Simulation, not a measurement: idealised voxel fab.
process module | voxel plated lines
FYI the section here is cut, 290 nm wide, cells are 5 nm squares.
How to read a cross-section here: the picture is a grid of square cells, written as bands going from the top down, and any band can span one or more rows of cells.
It is stipulated that each band's entry specify, in nanometres, the height of the top of the band and then that of its bottom, followed by the materials of the band in left-to-right sequence, each together with its width in nanometres. A single material marked by the word "full width" is understood to fill the band from edge to edge; the word "air" is understood to denote empty space.
Basically, 0 is our baseline, since under it the wafer straight out of the box is all one material. The bottom band has no lower end and keeps on going down, so it looks like "from 0 down".
A width such as "30 to 40" changes by the same amount from each row of cells to the next, from the band's top row to its bottom row.
It should be understood that the words "nothing different", when stated for a given step, signify that the cross-section underwent no change in any of its cells during that step.
Entry "Trapped voids". Content: empty spaces with no open connection to the top, size 8 cells or greater. Each: width x height at distance. Distance: from left edge. Unit: nm.
The remark found on a step's line after its settings is issued by the simulator itself and pertains to that step.
overlay nm: how far to the right of its planned place the mask lay on this masked step (negative: to the left).
Note on reading: below, each pair holds a cross-section from before one process step and one from after it; the one from after shows only down to the lowest band that changed. Beneath the pair, the step in between is stated along with its settings. The pairs can stem from different runs of this module on the same starting wafer. Where a pair's entry headed "Incoming structure" says so, and only there, that pair continues from the pair above it.

Incoming structure:
> from 0 down  Si full width
> Trapped voids: none

After:
> from 10 to 0  Al2O3 full width
> Under the height 0 nothing was changed.
> Trapped voids: none
The two cross-sections above bracket this step: op CONFORMAL_DEP | material Al2O3 | thk nm 10

Incoming structure: see preceding pair, after cross-section.

After:
> from 15 to 10  TiN full width
> Under the height 10 nothing was changed.
> Trapped voids: none
The two cross-sections above bracket this step: op DIRECTIONAL_DEP | material TiN | thk nm 5

Incoming structure: see preceding pair, after cross-section.

After:
> from 55 to 15  resist: 100 | air: 30 | resist: 30 | air: 30 | resist: 100
> Under the height 15 nothing was changed.
> Trapped voids: none
The two cross-sections above bracket this step: op PATTERN | tone open | mask id LINES | material resist | width nm 30 | pitch nm 60 | thk nm 40 | overlay nm 0

Incoming structure: see preceding pair, after cross-section.

After:
> from 55 to 20  resist: 100 | air: 30 | resist: 30 | air: 30 | resist: 100
> from 20 to 15  resist: 100 | Ru: 30 | resist: 30 | Ru: 30 | resist: 100
> Under the height 15 nothing was changed.
> Trapped voids: none
The two cross-sections above bracket this step: op EPI | material Ru | thk nm 5

Incoming structure: see preceding pair, after cross-section.

After:
> from 55 to 25  resist: 100 | air: 30 | resist: 30 | air: 30 | resist: 100
> from 25 to 15  resist: 100 | Ru: 30 | resist: 30 | Ru: 30 | resist: 100
> Under the height 15 nothing was changed.
> Trapped voids: none
The two cross-sections above bracket this step: op EPI | material Ru | thk nm 5

Incoming structure: see preceding pair, after cross-section.

After:
> from 55 to 30  resist: 100 | air: 30 | resist: 30 | air: 30 | resist: 100
> from 30 to 15  resist: 100 | Ru: 30 | resist: 30 | Ru: 30 | resist: 100
> Under the height 15 nothing was changed.
> Trapped voids: none
The two cross-sections above bracket this step: op EPI | material Ru | thk nm 5

Incoming structure: see preceding pair, after cross-section.

After:
> from 30 to 15  air: 100 | Ru: 30 | air: 30 | Ru: 30 | air: 100
> Under the height 15 nothing was changed.
> Trapped voids: none
The two cross-sections above bracket this step: op STRIP | etch materials resist

Incoming structure: see preceding pair, after cross-section.

After:
> from 30 to 15  air: 100 | Ru: 30 | air: 30 | Ru: 30 | air: 100
> from 15 to 10  air: 100 | TiN: 30 | air: 30 | TiN: 30 | air: 100
> Under the height 10 nothing was changed.
> Trapped voids: none
The two cross-sections above bracket this step: op DIRECTIONAL_ETCH | etch materials TiN | depth nm 5

Incoming structure: see preceding pair, after cross-section.

After:
> from 35 to 30  air: 95 | SiO2: 40 | air: 20 | SiO2: 40 | air: 95
> from 30 to 15  air: 95 | SiO2: 5 | Ru: 30 | SiO2: 5 | air: 20 | SiO2: 5 | Ru: 30 | SiO2: 5 | air: 95
> from 15 to 10  SiO2: 100 | TiN: 30 | SiO2: 30 | TiN: 30 | SiO2: 100
> Under the height 10 nothing was changed.
> Trapped voids: none
The two cross-sections above bracket this step: op CONFORMAL_DEP | material SiO2 | thk nm 5

Incoming structure:
> from 55 to 25  resist: 100 | air: 30 | resist: 30 | air: 30 | resist: 100
> from 25 to 15  resist: 100 | Ru: 30 | resist: 30 | Ru: 30 | resist: 100
> from 15 to 10  TiN full width
> from 10 to 0  Al2O3 full width
> from 0 down  Si full width
> Trapped voids: none

After:
> from 25 to 15  air: 100 | Ru: 30 | air: 30 | Ru: 30 | air: 100
> Under the height 15 nothing was changed.
> Trapped voids: none
The two cross-sections above bracket this step: op STRIP | etch materials resist

Incoming structure: see preceding pair, after cross-section.

After:
> from 25 to 15  air: 100 | Ru: 30 | air: 30 | Ru: 30 | air: 100
> from 15 to 10  air: 100 | TiN: 30 | air: 30 | TiN: 30 | air: 100
> Under the height 10 nothing was changed.
> Trapped voids: none
The two cross-sections above bracket this step: op DIRECTIONAL_ETCH | etch materials TiN | depth nm 5

Incoming structure: see preceding pair, after cross-section.

After:
> from 30 to 25  air: 95 | SiO2: 40 | air: 20 | SiO2: 40 | air: 95
> from 25 to 15  air: 95 | SiO2: 5 | Ru: 30 | SiO2: 5 | air: 20 | SiO2: 5 | Ru: 30 | SiO2: 5 | air: 95
> from 15 to 10  SiO2: 100 | TiN: 30 | SiO2: 30 | TiN: 30 | SiO2: 100
> Under the height 10 nothing was changed.
> Trapped voids: none
The two cross-sections above bracket this step: op CONFORMAL_DEP | material SiO2 | thk nm 5

Incoming structure:
> from 15 to 10  TiN full width
> from 10 to 0  Al2O3 full width
> from 0 down  Si full width
> Trapped voids: none

After:
> from 20 to 15  Ru full width
> Under the height 15 nothing was changed.
> Trapped voids: none
The two cross-sections above bracket this step: op EPI | material Ru | thk nm 5

Incoming structure: see preceding pair, after cross-section.

After:
> from 60 to 20  resist: 100 | air: 30 | resist: 30 | air: 30 | resist: 100
> Under the height 20 nothing was changed.
> Trapped voids: none
The two cross-sections above bracket this step: op PATTERN | tone open | mask id LINES | material resist | width nm 30 | pitch nm 60 | thk nm 40 | overlay nm 0

Incoming structure: see preceding pair, after cross-section.

After:
> from 60 to 25  resist: 100 | air: 30 | resist: 30 | air: 30 | resist: 100
> from 25 to 20  resist: 100 | Ru: 30 | resist: 30 | Ru: 30 | resist: 100
> Under the height 20 nothing was changed.
> Trapped voids: none
The two cross-sections above bracket this step: op EPI | material Ru | thk nm 5

Incoming structure: see preceding pair, after cross-section.

After:
> from 60 to 30  resist: 100 | air: 30 | resist: 30 | air: 30 | resist: 100
> from 30 to 20  resist: 100 | Ru: 30 | resist: 30 | Ru: 30 | resist: 100
> Under the height 20 nothing was changed.
> Trapped voids: none
The two cross-sections above bracket this step: op EPI | material Ru | thk nm 5

Incoming structure: see preceding pair, after cross-section.

After:
> from 30 to 20  air: 100 | Ru: 30 | air: 30 | Ru: 30 | air: 100
> Under the height 20 nothing was changed.
> Trapped voids: none
The two cross-sections above bracket this step: op STRIP | etch materials resist

Incoming structure: see preceding pair, after cross-section.

After:
> from 35 to 30  air: 95 | SiO2: 40 | air: 20 | SiO2: 40 | air: 95
> from 30 to 25  air: 95 | SiO2: 5 | Ru: 30 | SiO2: 5 | air: 20 | SiO2: 5 | Ru: 30 | SiO2: 5 | air: 95
> from 25 to 20  SiO2: 100 | Ru: 30 | SiO2: 30 | Ru: 30 | SiO2: 100
> Under the height 20 nothing was changed.
> Trapped voids: none
The two cross-sections above bracket this step: op CONFORMAL_DEP | material SiO2 | thk nm 5

Incoming structure:
> from 30 to 15  air: 100 | Ru: 30 | air: 30 | Ru: 30 | air: 100
> from 15 to 10  air: 100 | TiN: 30 | air: 30 | TiN: 30 | air: 100
> from 10 to 0  Al2O3 full width
> from 0 down  Si full width
> Trapped voids: none

After:
> from 45 to 30  air: 85 | SiO2: 120 | air: 85
> from 30 to 25  air: 85 | SiO2: 15 | Ru: 30 | SiO2: 30 | Ru: 30 | SiO2: 15 | air: 85
> from 25 to 15  SiO2: 100 | Ru: 30 | SiO2: 30 | Ru: 30 | SiO2: 100
> from 15 to 10  SiO2: 100 | TiN: 30 | SiO2: 30 | TiN: 30 | SiO2: 100
> Under the height 10 nothing was changed.
> Trapped voids: none
The two cross-sections above bracket this step: op CONFORMAL_DEP | material SiO2 | thk nm 15

Incoming structure:
> from 15 to 10  TiN full width
> from 10 to 0  Al2O3 full width
> from 0 down  Si full width
> Trapped voids: none

After:
> from 55 to 15  resist: 95 | air: 40 | resist: 20 | air: 40 | resist: 95
> Under the height 15 nothing was changed.
> Trapped voids: none
The two cross-sections above bracket this step: op PATTERN | tone open | mask id LINES | material resist | width nm 40 | pitch nm 60 | thk nm 40 | overlay nm 0

Incoming structure: see preceding pair, after cross-section.

After:
> from 55 to 20  resist: 95 | air: 40 | resist: 20 | air: 40 | resist: 95
> from 20 to 15  resist: 95 | Ru: 40 | resist: 20 | Ru: 40 | resist: 95
> Under the height 15 nothing was changed.
> Trapped voids: none
The two cross-sections above bracket this step: op EPI | material Ru | thk nm 5

Incoming structure: see preceding pair, after cross-section.

After:
> from 55 to 25  resist: 95 | air: 40 | resist: 20 | air: 40 | resist: 95
> from 25 to 15  resist: 95 | Ru: 40 | resist: 20 | Ru: 40 | resist: 95
> Under the height 15 nothing was changed.
> Trapped voids: none
The two cross-sections above bracket this step: op EPI | material Ru | thk nm 5

Incoming structure: see preceding pair, after cross-section.

After:
> from 55 to 30  resist: 95 | air: 40 | resist: 20 | air: 40 | resist: 95
> from 30 to 15  resist: 95 | Ru: 40 | resist: 20 | Ru: 40 | resist: 95
> Under the height 15 nothing was changed.
> Trapped voids: none
The two cross-sections above bracket this step: op EPI | material Ru | thk nm 5

Incoming structure: see preceding pair, after cross-section.

After:
> from 30 to 15  air: 95 | Ru: 40 | air: 20 | Ru: 40 | air: 95
> Under the height 15 nothing was changed.
> Trapped voids: none
The two cross-sections above bracket this step: op STRIP | etch materials resist

Incoming structure: see preceding pair, after cross-section.

After:
> from 30 to 15  air: 95 | Ru: 40 | air: 20 | Ru: 40 | air: 95
> from 15 to 10  air: 95 | TiN: 40 | air: 20 | TiN: 40 | air: 95
> Under the height 10 nothing was changed.
> Trapped voids: none
The two cross-sections above bracket this step: op DIRECTIONAL_ETCH | etch materials TiN | depth nm 5

Incoming structure: see preceding pair, after cross-section.

After:
> from 35 to 30  air: 90 | SiO2: 50 | air: 10 | SiO2: 50 | air: 90
> from 30 to 15  air: 90 | SiO2: 5 | Ru: 40 | SiO2: 5 | air: 10 | SiO2: 5 | Ru: 40 | SiO2: 5 | air: 90
> from 15 to 10  SiO2: 95 | TiN: 40 | SiO2: 20 | TiN: 40 | SiO2: 95
> Under the height 10 nothing was changed.
> Trapped voids: none
The two cross-sections above bracket this step: op CONFORMAL_DEP | material SiO2 | thk nm 5

Incoming structure:
> from 15 to 10  TiN full width
> from 10 to 0  Al2O3 full width
> from 0 down  Si full width
> Trapped voids: none

After:
> from 55 to 15  resist: 90 | air: 30 | resist: 30 | air: 30 | resist: 110
> Under the height 15 nothing was changed.
> Trapped voids: none
The two cross-sections above bracket this step: op PATTERN | tone open | mask id LINES | material resist | width nm 30 | pitch nm 60 | thk nm 40 | overlay nm -10

Incoming structure: see preceding pair, after cross-section.

After:
> from 55 to 20  resist: 90 | air: 30 | resist: 30 | air: 30 | resist: 110
> from 20 to 15  resist: 90 | Ru: 30 | resist: 30 | Ru: 30 | resist: 110
> Under the height 15 nothing was changed.
> Trapped voids: none
The two cross-sections above bracket this step: op EPI | material Ru | thk nm 5

Incoming structure: see preceding pair, after cross-section.

After:
> from 55 to 25  resist: 90 | air: 30 | resist: 30 | air: 30 | resist: 110
> from 25 to 15  resist: 90 | Ru: 30 | resist: 30 | Ru: 30 | resist: 110
> Under the height 15 nothing was changed.
> Trapped voids: none
The two cross-sections above bracket this step: op EPI | material Ru | thk nm 5

Incoming structure: see preceding pair, after cross-section.

After:
> from 55 to 30  resist: 90 | air: 30 | resist: 30 | air: 30 | resist: 110
> from 30 to 15  resist: 90 | Ru: 30 | resist: 30 | Ru: 30 | resist: 110
> Under the height 15 nothing was changed.
> Trapped voids: none
The two cross-sections above bracket this step: op EPI | material Ru | thk nm 5

Incoming structure: see preceding pair, after cross-section.

After:
> from 30 to 15  air: 90 | Ru: 30 | air: 30 | Ru: 30 | air: 110
> Under the height 15 nothing was changed.
> Trapped voids: none
The two cross-sections above bracket this step: op STRIP | etch materials resist

Incoming structure: see preceding pair, after cross-section.

After:
> from 30 to 15  air: 90 | Ru: 30 | air: 30 | Ru: 30 | air: 110
> from 15 to 10  air: 90 | TiN: 30 | air: 30 | TiN: 30 | air: 110
> Under the height 10 nothing was changed.
> Trapped voids: none
The two cross-sections above bracket this step: op DIRECTIONAL_ETCH | etch materials TiN | depth nm 5

Incoming structure: see preceding pair, after cross-section.

After:
> from 35 to 30  air: 85 | SiO2: 40 | air: 20 | SiO2: 40 | air: 105
> from 30 to 15  air: 85 | SiO2: 5 | Ru: 30 | SiO2: 5 | air: 20 | SiO2: 5 | Ru: 30 | SiO2: 5 | air: 105
> from 15 to 10  SiO2: 90 | TiN: 30 | SiO2: 30 | TiN: 30 | SiO2: 110
> Under the height 10 nothing was changed.
> Trapped voids: none
The two cross-sections above bracket this step: op CONFORMAL_DEP | material SiO2 | thk nm 5

Incoming structure:
> from 30 to 15  air: 100 | Ru: 30 | air: 30 | Ru: 30 | air: 100
> from 15 to 10  air: 100 | TiN: 30 | air: 30 | TiN: 30 | air: 100
> from 10 to 0  Al2O3 full width
> from 0 down  Si full width
> Trapped voids: none

After:
> from 35 to 30  air: 95 | TiN: 40 | air: 20 | TiN: 40 | air: 95
> from 30 to 15  air: 95 | TiN: 5 | Ru: 30 | TiN: 5 | air: 20 | TiN: 5 | Ru: 30 | TiN: 5 | air: 95
> from 15 to 10  TiN full width
> Under the height 10 nothing was changed.
> Trapped voids: none
The two cross-sections above bracket this step: op CONFORMAL_DEP | material TiN | thk nm 5

Incoming structure:
> from 15 to 10  TiN full width
> from 10 to 0  Al2O3 full width
> from 0 down  Si full width
> Trapped voids: none

After:
> from 55 to 15  air: 100 | resist: 30 | air: 30 | resist: 30 | air: 100
> Under the height 15 nothing was changed.
> Trapped voids: none
The two cross-sections above bracket this step: op PATTERN | tone cover | mask id LINES | material resist | width nm 30 | pitch nm 60 | thk nm 40 | overlay nm 0

Incoming structure: see preceding pair, after cross-section.

After:
> from 55 to 20  air: 100 | resist: 30 | air: 30 | resist: 30 | air: 100
> from 20 to 15  Ru: 100 | resist: 30 | Ru: 30 | resist: 30 | Ru: 100
> Under the height 15 nothing was changed.
> Trapped voids: none
The two cross-sections above bracket this step: op EPI | material Ru | thk nm 5

Incoming structure: see preceding pair, after cross-section.

After:
> from 55 to 25  air: 100 | resist: 30 | air: 30 | resist: 30 | air: 100
> from 25 to 15  Ru: 100 | resist: 30 | Ru: 30 | resist: 30 | Ru: 100
> Under the height 15 nothing was changed.
> Trapped voids: none
The two cross-sections above bracket this step: op EPI | material Ru | thk nm 5

Incoming structure: see preceding pair, after cross-section.

After:
> from 55 to 30  air: 100 | resist: 30 | air: 30 | resist: 30 | air: 100
> from 30 to 15  Ru: 100 | resist: 30 | Ru: 30 | resist: 30 | Ru: 100
> Under the height 15 nothing was changed.
> Trapped voids: none
The two cross-sections above bracket this step: op EPI | material Ru | thk nm 5

Incoming structure: see preceding pair, after cross-section.

After:
> from 30 to 15  Ru: 100 | air: 30 | Ru: 30 | air: 30 | Ru: 100
> Under the height 15 nothing was changed.
> Trapped voids: none
The two cross-sections above bracket this step: op STRIP | etch materials resist

Incoming structure: see preceding pair, after cross-section.

After:
> from 30 to 15  Ru: 100 | air: 30 | Ru: 30 | air: 30 | Ru: 100
> from 15 to 10  TiN: 100 | air: 30 | TiN: 30 | air: 30 | TiN: 100
> Under the height 10 nothing was changed.
> Trapped voids: none
The two cross-sections above bracket this step: op DIRECTIONAL_ETCH | etch materials TiN | depth nm 5

Incoming structure: see preceding pair, after cross-section.

After:
> from 35 to 30  SiO2: 105 | air: 20 | SiO2: 40 | air: 20 | SiO2: 105
> from 30 to 15  Ru: 100 | SiO2: 5 | air: 20 | SiO2: 5 | Ru: 30 | SiO2: 5 | air: 20 | SiO2: 5 | Ru: 100
> from 15 to 10  TiN: 100 | SiO2: 30 | TiN: 30 | SiO2: 30 | TiN: 100
> Under the height 10 nothing was changed.
> Trapped voids: none
The two cross-sections above bracket this step: op CONFORMAL_DEP | material SiO2 | thk nm 5
